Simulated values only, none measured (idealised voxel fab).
The document below concerns the process module designated voxel wiring stack.
The cross-section shown here is cut; it is 175 nm wide and divided into square cells measuring 5 nm on a side.
Heads up, the way a cross-section reads in here is a grid of square cells, handed over as bands from the top down, with every band being one or more rows of cells.
Basically the band line says how high the top is and how high the bottom is, in nm, and then what's in it from left to right, every material with its width in nm. Empty space shows up as "blank", and if a single material carries "all across" it runs the full band edge to edge.
Heights are reckoned from 0. Under this level, the received wafer is all of one material. The bottommost band is open-ended downward, for example "top 0, no bottom".
Read "30->40" as a graded width: first number on top, second number at the bottom, same change between each pair of neighbouring rows.
Where a step carries "nothing changed", the cross-section came out of it unchanged, cell for cell.
The list in "Enclosed cavity list" covers empty spaces of 8 cells or more that cannot reach the top through any open way, and it gives each as width x height at distance; the distance is from the left edge, and width, height and distance are in nm.
Read whatever lies past the settings on a step's line as the simulator's own remark about the step.
overlay nm: step with mask; distance mask lay right of planned place; negative value = left of planned place.
[So here's the lineup of process steps we planned]
1: RECEIVE [material Si]
2: CONFORMAL_DEP [material SiO2] [thk nm 10]
3: DIRECTIONAL_DEP [material TiN] [thk nm 5]
4: DIRECTIONAL_DEP [material W] [thk nm 15]
5: PATTERN [tone cover] [mask id METAL_1] [material resist] [width nm 30] [pitch nm 55] [thk nm 15] [overlay nm 0]
6: DIRECTIONAL_ETCH [etch materials W] [depth nm 15]
7: DIRECTIONAL_ETCH [etch materials TiN] [depth nm 5]
8: STRIP [etch materials resist]
9: FILL_DEP [material lowk] [thk nm 5]
10: CMP [height nm 30]
11: CONFORMAL_DEP [material SiCN] [thk nm 5]
12: DIRECTIONAL_DEP [material SiO2] [thk nm 35]
13: PATTERN [tone open] [mask id METAL_2] [material resist] [width nm 30] [pitch nm 55] [thk nm 20] [overlay nm 0]
14: DIRECTIONAL_ETCH [etch materials SiO2] [depth nm 20]
15: STRIP [etch materials resist]
16: PATTERN [tone open] [mask id METAL_2_HOLES] [material resist] [width nm 15] [pitch nm 55] [thk nm 20] [overlay nm 0]
17: DIRECTIONAL_ETCH [etch materials SiO2] [depth nm 15]
18: DIRECTIONAL_ETCH [etch materials SiCN] [depth nm 5]
19: STRIP [etch materials resist]
20: CONFORMAL_DEP [material TiN] [thk nm 5]
21: FILL_DEP [material Cu] [thk nm 5]
22: CMP [height nm 70]
23: CONFORMAL_DEP [material SiCN] [thk nm 5]
[The first wafer of two, processed as planned]
[As-received state of the wafer in cross-section, equivalent to post-step 1]
> top 0, no bottom: Si all across
> Enclosed cavity list: none
[After step 2, in cross-section]
> top 10, bottom 0: SiO2 all across
> Anything lower than 0 is untouched.
[After step 3, in cross-section]
> top 15, bottom 10: TiN all across
> Anything lower than 10 is untouched.
[After step 4, in cross-section]
> top 30, bottom 15: W all across
> Anything lower than 15 is untouched.
[After step 5, in cross-section]
> top 45, bottom 30: 15 of blank, 30 of resist, 25 of blank, 30 of resist, 25 of blank, 30 of resist, 20 of blank
> Anything lower than 30 is untouched.
[After step 6, in cross-section]
> top 45, bottom 30: 15 of blank, 30 of resist, 25 of blank, 30 of resist, 25 of blank, 30 of resist, 20 of blank
> top 30, bottom 15: 15 of blank, 30 of W, 25 of blank, 30 of W, 25 of blank, 30 of W, 20 of blank
> Anything lower than 15 is untouched.
[After step 7, in cross-section]
> top 45, bottom 30: 15 of blank, 30 of resist, 25 of blank, 30 of resist, 25 of blank, 30 of resist, 20 of blank
> top 30, bottom 15: 15 of blank, 30 of W, 25 of blank, 30 of W, 25 of blank, 30 of W, 20 of blank
> top 15, bottom 10: 15 of blank, 30 of TiN, 25 of blank, 30 of TiN, 25 of blank, 30 of TiN, 20 of blank
> Anything lower than 10 is untouched.
[After step 8, in cross-section]
> top 30, bottom 15: 15 of blank, 30 of W, 25 of blank, 30 of W, 25 of blank, 30 of W, 20 of blank
> Anything lower than 15 is untouched.
[After step 9, in cross-section]
> top 35, bottom 30: lowk all across
> top 30, bottom 15: 15 of lowk, 30 of W, 25 of lowk, 30 of W, 25 of lowk, 30 of W, 20 of lowk
> top 15, bottom 10: 15 of lowk, 30 of TiN, 25 of lowk, 30 of TiN, 25 of lowk, 30 of TiN, 20 of lowk
> Anything lower than 10 is untouched.
[After step 10, in cross-section]
> top 30, bottom 15: 15 of lowk, 30 of W, 25 of lowk, 30 of W, 25 of lowk, 30 of W, 20 of lowk
> Anything lower than 15 is untouched.
[After step 11, in cross-section]
> top 35, bottom 30: SiCN all across
> Anything lower than 30 is untouched.
[After step 12, in cross-section]
> top 70, bottom 35: SiO2 all across
> Anything lower than 35 is untouched.
[After step 13, in cross-section]
> top 90, bottom 70: 15 of resist, 30 of blank, 25 of resist, 30 of blank, 25 of resist, 30 of blank, 20 of resist
> Anything lower than 70 is untouched.
[After step 14, in cross-section]
> top 90, bottom 70: 15 of resist, 30 of blank, 25 of resist, 30 of blank, 25 of resist, 30 of blank, 20 of resist
> top 70, bottom 50: 15 of SiO2, 30 of blank, 25 of SiO2, 30 of blank, 25 of SiO2, 30 of blank, 20 of SiO2
> Anything lower than 50 is untouched.
[After step 15, in cross-section]
> top 70, bottom 50: 15 of SiO2, 30 of blank, 25 of SiO2, 30 of blank, 25 of SiO2, 30 of blank, 20 of SiO2
> Anything lower than 50 is untouched.
[After step 16, in cross-section]
> top 90, bottom 70: 15 of resist, 15 of blank, 40 of resist, 15 of blank, 40 of resist, 15 of blank, 35 of resist
> top 70, bottom 50: 15 of SiO2, 15 of blank, 15 of resist, 25 of SiO2, 15 of blank, 15 of resist, 25 of SiO2, 15 of blank, 15 of resist, 20 of SiO2
> Anything lower than 50 is untouched.
[After step 17, in cross-section]
> top 90, bottom 70: 15 of resist, 15 of blank, 40 of resist, 15 of blank, 40 of resist, 15 of blank, 35 of resist
> top 70, bottom 50: 15 of SiO2, 15 of blank, 15 of resist, 25 of SiO2, 15 of blank, 15 of resist, 25 of SiO2, 15 of blank, 15 of resist, 20 of SiO2
> top 50, bottom 35: 15 of SiO2, 15 of blank, 40 of SiO2, 15 of blank, 40 of SiO2, 15 of blank, 35 of SiO2
> Anything lower than 35 is untouched.
[After step 18, in cross-section]
> top 90, bottom 70: 15 of resist, 15 of blank, 40 of resist, 15 of blank, 40 of resist, 15 of blank, 35 of resist
> top 70, bottom 50: 15 of SiO2, 15 of blank, 15 of resist, 25 of SiO2, 15 of blank, 15 of resist, 25 of SiO2, 15 of blank, 15 of resist, 20 of SiO2
> top 50, bottom 35: 15 of SiO2, 15 of blank, 40 of SiO2, 15 of blank, 40 of SiO2, 15 of blank, 35 of SiO2
> top 35, bottom 30: 15 of SiCN, 15 of blank, 40 of SiCN, 15 of blank, 40 of SiCN, 15 of blank, 35 of SiCN
> Anything lower than 30 is untouched.
[After step 19, in cross-section]
> top 70, bottom 50: 15 of SiO2, 30 of blank, 25 of SiO2, 30 of blank, 25 of SiO2, 30 of blank, 20 of SiO2
> Anything lower than 50 is untouched.
[After step 20, in cross-section]
> top 75, bottom 70: 20 of TiN, 20 of blank, 35 of TiN, 20 of blank, 35 of TiN, 20 of blank, 25 of TiN
> top 70, bottom 55: 15 of SiO2, 5 of TiN, 20 of blank, 5 of TiN, 25 of SiO2, 5 of TiN, 20 of blank, 5 of TiN, 25 of SiO2, 5 of TiN, 20 of blank, 5 of TiN, 20 of SiO2
> top 55, bottom 50: 15 of SiO2, 5 of TiN, 5 of blank, 20 of TiN, 25 of SiO2, 5 of TiN, 5 of blank, 20 of TiN, 25 of SiO2, 5 of TiN, 5 of blank, 20 of TiN, 20 of SiO2
> top 50, bottom 35: 15 of SiO2, 5 of TiN, 5 of blank, 5 of TiN, 40 of SiO2, 5 of TiN, 5 of blank, 5 of TiN, 40 of SiO2, 5 of TiN, 5 of blank, 5 of TiN, 35 of SiO2
> top 35, bottom 30: 15 of SiCN, 15 of TiN, 40 of SiCN, 15 of TiN, 40 of SiCN, 15 of TiN, 35 of SiCN
> Anything lower than 30 is untouched.
[After step 21, in cross-section]
> top 80, bottom 75: Cu all across
> top 75, bottom 70: 20 of TiN, 20 of Cu, 35 of TiN, 20 of Cu, 35 of TiN, 20 of Cu, 25 of TiN
> top 70, bottom 55: 15 of SiO2, 5 of TiN, 20 of Cu, 5 of TiN, 25 of SiO2, 5 of TiN, 20 of Cu, 5 of TiN, 25 of SiO2, 5 of TiN, 20 of Cu, 5 of TiN, 20 of SiO2
> top 55, bottom 50: 15 of SiO2, 5 of TiN, 5 of Cu, 20 of TiN, 25 of SiO2, 5 of TiN, 5 of Cu, 20 of TiN, 25 of SiO2, 5 of TiN, 5 of Cu, 20 of TiN, 20 of SiO2
> top 50, bottom 35: 15 of SiO2, 5 of TiN, 5 of Cu, 5 of TiN, 40 of SiO2, 5 of TiN, 5 of Cu, 5 of TiN, 40 of SiO2, 5 of TiN, 5 of Cu, 5 of TiN, 35 of SiO2
> Anything lower than 35 is untouched.
[After step 22, in cross-section]
> top 70, bottom 55: 15 of SiO2, 5 of TiN, 20 of Cu, 5 of TiN, 25 of SiO2, 5 of TiN, 20 of Cu, 5 of TiN, 25 of SiO2, 5 of TiN, 20 of Cu, 5 of TiN, 20 of SiO2
> Anything lower than 55 is untouched.
[After step 23, in cross-section]
> top 75, bottom 70: SiCN all across
> Anything lower than 70 is untouched.
[Second wafer - shared start and plan with the first - one error in running - same as the first up to step 9 inclusive]
[Second wafer: cross-section at the scheduled end of step 10]
> top 20, bottom 15: 15 of lowk, 30 of W, 25 of lowk, 30 of W, 25 of lowk, 30 of W, 20 of lowk
> Anything lower than 15 is untouched.
[Second wafer: cross-section at the scheduled end of step 11]
> top 25, bottom 20: SiCN all across
> Anything lower than 20 is untouched.
[Second wafer: cross-section at the scheduled end of step 12]
> top 60, bottom 25: SiO2 all across
> Anything lower than 25 is untouched.
[Second wafer: cross-section at the scheduled end of step 13]
> top 80, bottom 60: 15 of resist, 30 of blank, 25 of resist, 30 of blank, 25 of resist, 30 of blank, 20 of resist
> Anything lower than 60 is untouched.
[Second wafer: cross-section at the scheduled end of step 14]
> top 80, bottom 60: 15 of resist, 30 of blank, 25 of resist, 30 of blank, 25 of resist, 30 of blank, 20 of resist
> top 60, bottom 40: 15 of SiO2, 30 of blank, 25 of SiO2, 30 of blank, 25 of SiO2, 30 of blank, 20 of SiO2
> Anything lower than 40 is untouched.
[Second wafer: cross-section at the scheduled end of step 15]
> top 60, bottom 40: 15 of SiO2, 30 of blank, 25 of SiO2, 30 of blank, 25 of SiO2, 30 of blank, 20 of SiO2
> Anything lower than 40 is untouched.
[Second wafer: cross-section at the scheduled end of step 16]
> top 80, bottom 60: 15 of resist, 15 of blank, 40 of resist, 15 of blank, 40 of resist, 15 of blank, 35 of resist
> top 60, bottom 40: 15 of SiO2, 15 of blank, 15 of resist, 25 of SiO2, 15 of blank, 15 of resist, 25 of SiO2, 15 of blank, 15 of resist, 20 of SiO2
> Anything lower than 40 is untouched.
[Second wafer: cross-section at the scheduled end of step 17]
> top 80, bottom 60: 15 of resist, 15 of blank, 40 of resist, 15 of blank, 40 of resist, 15 of blank, 35 of resist
> top 60, bottom 40: 15 of SiO2, 15 of blank, 15 of resist, 25 of SiO2, 15 of blank, 15 of resist, 25 of SiO2, 15 of blank, 15 of resist, 20 of SiO2
> top 40, bottom 25: 15 of SiO2, 15 of blank, 40 of SiO2, 15 of blank, 40 of SiO2, 15 of blank, 35 of SiO2
> Anything lower than 25 is untouched.
[Second wafer: cross-section at the scheduled end of step 18]
> top 80, bottom 60: 15 of resist, 15 of blank, 40 of resist, 15 of blank, 40 of resist, 15 of blank, 35 of resist
> top 60, bottom 40: 15 of SiO2, 15 of blank, 15 of resist, 25 of SiO2, 15 of blank, 15 of resist, 25 of SiO2, 15 of blank, 15 of resist, 20 of SiO2
> top 40, bottom 25: 15 of SiO2, 15 of blank, 40 of SiO2, 15 of blank, 40 of SiO2, 15 of blank, 35 of SiO2
> top 25, bottom 20: 15 of SiCN, 15 of blank, 40 of SiCN, 15 of blank, 40 of SiCN, 15 of blank, 35 of SiCN
> Anything lower than 20 is untouched.
[Second wafer: cross-section at the scheduled end of step 19]
> top 60, bottom 40: 15 of SiO2, 30 of blank, 25 of SiO2, 30 of blank, 25 of SiO2, 30 of blank, 20 of SiO2
> Anything lower than 40 is untouched.
[Second wafer: cross-section at the scheduled end of step 20]
> top 65, bottom 60: 20 of TiN, 20 of blank, 35 of TiN, 20 of blank, 35 of TiN, 20 of blank, 25 of TiN
> top 60, bottom 45: 15 of SiO2, 5 of TiN, 20 of blank, 5 of TiN, 25 of SiO2, 5 of TiN, 20 of blank, 5 of TiN, 25 of SiO2, 5 of TiN, 20 of blank, 5 of TiN, 20 of SiO2
> top 45, bottom 40: 15 of SiO2, 5 of TiN, 5 of blank, 20 of TiN, 25 of SiO2, 5 of TiN, 5 of blank, 20 of TiN, 25 of SiO2, 5 of TiN, 5 of blank, 20 of TiN, 20 of SiO2
> top 40, bottom 25: 15 of SiO2, 5 of TiN, 5 of blank, 5 of TiN, 40 of SiO2, 5 of TiN, 5 of blank, 5 of TiN, 40 of SiO2, 5 of TiN, 5 of blank, 5 of TiN, 35 of SiO2
> top 25, bottom 20: 15 of SiCN, 15 of TiN, 40 of SiCN, 15 of TiN, 40 of SiCN, 15 of TiN, 35 of SiCN
> Anything lower than 20 is untouched.
[Second wafer: cross-section at the scheduled end of step 21]
> top 70, bottom 65: Cu all across
> top 65, bottom 60: 20 of TiN, 20 of Cu, 35 of TiN, 20 of Cu, 35 of TiN, 20 of Cu, 25 of TiN
> top 60, bottom 45: 15 of SiO2, 5 of TiN, 20 of Cu, 5 of TiN, 25 of SiO2, 5 of TiN, 20 of Cu, 5 of TiN, 25 of SiO2, 5 of TiN, 20 of Cu, 5 of TiN, 20 of SiO2
> top 45, bottom 40: 15 of SiO2, 5 of TiN, 5 of Cu, 20 of TiN, 25 of SiO2, 5 of TiN, 5 of Cu, 20 of TiN, 25 of SiO2, 5 of TiN, 5 of Cu, 20 of TiN, 20 of SiO2
> top 40, bottom 25: 15 of SiO2, 5 of TiN, 5 of Cu, 5 of TiN, 40 of SiO2, 5 of TiN, 5 of Cu, 5 of TiN, 40 of SiO2, 5 of TiN, 5 of Cu, 5 of TiN, 35 of SiO2
> Anything lower than 25 is untouched.
Second wafer: cross-section at the scheduled end of step 22: nothing changed
[Second wafer: cross-section at the scheduled end of step 23]
> top 75, bottom 70: SiCN all across
> Anything lower than 70 is untouched.
Run error: heads up, step 10 didn't go per plan, it actually ran as CMP [height nm 20]
FYI, end of process, the second wafer has more or fewer cells of some materials than the first: Cu: 47 more | TiN: 23 more | W: 36 fewer | lowk: 34 fewer
